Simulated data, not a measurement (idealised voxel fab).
process module | voxel capacitor over wiring
cross-section cut | 205 nm wide | cells 5 nm
A cross-section is a grid of square cells, given in bands from the top down. A band is one or more rows of cells.
Each band's line starts with the height of the band's top and of its bottom, in nm. Then come its materials from left to right, each with its width in nm. One material with "throughout" fills the band from edge to edge. "air" is empty space.
Height 0 is the level under which the wafer as received is all one material. The lowest band goes on downwards, as in "0 down".
A width such as "30 to 40" changes by the same amount from each row of cells to the next, from the band's top row to its bottom row.
"no change" after a step means that no cell of the cross-section changed.
closed voids: empty space of 8 cells or more with no open way to the top, each as width x height at its distance from the left edge, in nm
after a step's settings: what the simulator itself notes on the step
overlay nm, on a step with a mask: how far to the right of its planned place the mask lay; to the left if negative
plan
1 op RECEIVE | material Si
2 op CONFORMAL_DEP | material SiO2 | thk nm 15
3 op CONFORMAL_DEP | material SiCN | thk nm 5
4 op DIRECTIONAL_DEP | material lowk | thk nm 25
5 op MASKED_ETCH | tone open | mask id METAL_1 | width nm 25 | pitch nm 90 | etch materials lowk | depth nm 25 | overlay nm 0
6 op MASKED_ETCH | tone open | mask id METAL_1 | width nm 25 | pitch nm 90 | etch materials SiCN | depth nm 5 | overlay nm 0
7 op CONFORMAL_DEP | material TiN | thk nm 5
8 op FILL_DEP | material Cu | thk nm 5
9 op CMP | height nm 45
10 op CONFORMAL_DEP | material SiCN | thk nm 5
11 op DIRECTIONAL_DEP | material lowk | thk nm 10
12 op DIRECTIONAL_DEP | material aC | thk nm 15
13 op PATTERN | tone open | mask id PLUG_1 | material resist | width nm 15 | thk nm 30 | overlay nm 0
14 op DIRECTIONAL_ETCH | etch materials aC | depth nm 15
15 op STRIP | etch materials resist
16 op DIRECTIONAL_ETCH | etch materials lowk | depth nm 10
17 op DIRECTIONAL_ETCH | etch materials SiCN | depth nm 5
18 op STRIP | etch materials aC
19 op EPI | material Ru | thk nm 10
20 op EPI | material Ru | thk nm 5
21 op DIRECTIONAL_DEP | material TiN | thk nm 5
22 op DIRECTIONAL_DEP | material SiN | thk nm 5
23 op DIRECTIONAL_DEP | material TiN | thk nm 5
24 op PATTERN | tone cover | mask id UPPER_PLATE | material resist | width nm 70 | thk nm 15 | overlay nm 0
25 op DIRECTIONAL_ETCH | etch materials TiN | depth nm 5
26 op DIRECTIONAL_ETCH | etch materials SiN | depth nm 5
27 op STRIP | etch materials resist
28 op DIRECTIONAL_DEP | material aC | thk nm 15
29 op PATTERN | tone cover | mask id LOWER_PLATE | material resist | width nm 80 | thk nm 35 | overlay nm 0
30 op DIRECTIONAL_ETCH | etch materials aC | depth nm 15
31 op STRIP | etch materials resist
32 op DIRECTIONAL_ETCH | etch materials TiN | depth nm 5
33 op STRIP | etch materials aC
34 op FILL_DEP | material SiO2 | thk nm 20
35 op CMP | height nm 90
36 op DIRECTIONAL_DEP | material aC | thk nm 15
37 op PATTERN | tone open | mask id PLUG_2 | material resist | width nm 15 | thk nm 35 | overlay nm 0
38 op DIRECTIONAL_ETCH | etch materials aC | depth nm 15
39 op STRIP | etch materials resist
40 op DIRECTIONAL_ETCH | etch materials SiO2 | depth nm 15
41 op STRIP | etch materials aC
42 op CONFORMAL_DEP | material TiN | thk nm 5
43 op FILL_DEP | material Cu | thk nm 10
44 op CMP | height nm 90
45 op CONFORMAL_DEP | material SiCN | thk nm 5
as received, after step 1
  0 down: Si throughout
  closed voids: none
first wafer at the end, as planned
  95 to 90: SiCN throughout
  90 to 80: SiO2 65 | TiN 5 | Cu 5 | TiN 5 | SiO2 125
  80 to 70: SiO2 65 to 55 | TiN 15 to 70 | SiO2 125 to 80
  70 to 65: SiO2 55 | SiN 70 | SiO2 80
  65 to 60: SiO2 50 | TiN 80 | SiO2 75
  60 to 50: lowk 55 | Ru 15 | lowk 135
  50 to 45: SiCN 55 | Ru 15 | SiCN 135
  45 to 20: lowk 45 | TiN 5 | Cu 15 | TiN 5 | lowk 65 | TiN 5 | Cu 15 | TiN 5 | lowk 45
  20 to 15: SiCN 45 | TiN 25 | SiCN 65 | TiN 25 | SiCN 45
  15 to 0: SiO2 throughout
  0 down: Si throughout
  closed voids: none
second wafer at the end: like start, like plan, one mistake
  95 to 90: SiCN throughout
  90 to 80: SiO2 65 | TiN 5 | Cu 5 | TiN 5 | SiO2 125
  80 to 70: SiO2 65 to 55 | TiN 15 to 70 | SiO2 125 to 80
  70 to 65: SiO2 55 | SiN 70 | SiO2 80
  65 to 60: SiO2 45 | TiN 90 | SiO2 70
  60 to 50: lowk 55 | Ru 15 | lowk 135
  50 to 45: SiCN 55 | Ru 15 | SiCN 135
  45 to 20: lowk 45 | TiN 5 | Cu 15 | TiN 5 | lowk 65 | TiN 5 | Cu 15 | TiN 5 | lowk 45
  20 to 15: SiCN 45 | TiN 25 | SiCN 65 | TiN 25 | SiCN 45
  15 to 0: SiO2 throughout
  0 down: Si throughout
  closed voids: none
what went wrong: step 29 ran as: op PATTERN | tone cover | mask id LOWER_PLATE | material resist | width nm 90 | thk nm 35 | overlay nm 0
at the end the second wafer has, in cells: 2 fewer of SiO2 | 2 more of TiN
